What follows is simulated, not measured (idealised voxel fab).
process module | voxel lift off
cross-section cut | 195 nm wide | cells 5 nm
A cross-section is a grid of square cells, given in bands from the top down. A band is one or more rows of cells.
Each band's line starts with the height of the band's top and of its bottom, in nm. Then come its materials from left to right, each with its width in nm. One material with "throughout" fills the band from edge to edge. "air" is empty space.
Height 0 is the level under which the wafer as received is all one material. The lowest band goes on downwards, as in "0 down".
A width such as "30 to 40" changes by the same amount from each row of cells to the next, from the band's top row to its bottom row.
"no change" after a step means that no cell of the cross-section changed.
closed voids: empty space of 8 cells or more with no open way to the top, each as width x height at its distance from the left edge, in nm
after a step's settings: what the simulator itself notes on the step
overlay nm, on a step with a mask: how far to the right of its planned place the mask lay; to the left if negative
plan
1 op RECEIVE | material Si
2 op CONFORMAL_DEP | material SiN | thk nm 5
3 op PATTERN | tone open | mask id LINES | material resist | width nm 30 | pitch nm 50 | thk nm 15 | overlay nm 0
4 op DIRECTIONAL_DEP | material Ru | thk nm 5
5 op STRIP | etch materials resist
6 op CONFORMAL_DEP | material SiO2 | thk nm 10
as received, after step 1
  0 down: Si throughout
  closed voids: none
first wafer at the end, as planned
  20 to 15: air 20 | SiO2 150 | air 25
  15 to 10: SiO2 throughout
  10 to 5: SiO2 30 | Ru 30 | SiO2 20 | Ru 30 | SiO2 20 | Ru 30 | SiO2 35
  5 to 0: SiN throughout
  0 down: Si throughout
  closed voids: none
second wafer at the end: like start, like plan, one mistake
  20 to 15: air 20 | Ru 150 | air 25
  15 to 5: Ru throughout
  5 to 0: SiN throughout
  0 down: Si throughout
  closed voids: none
what went wrong: step 6 ran as: op CONFORMAL_DEP | material Ru | thk nm 10
at the end the second wafer has, in cells: 90 more of Ru | 90 fewer of SiO2
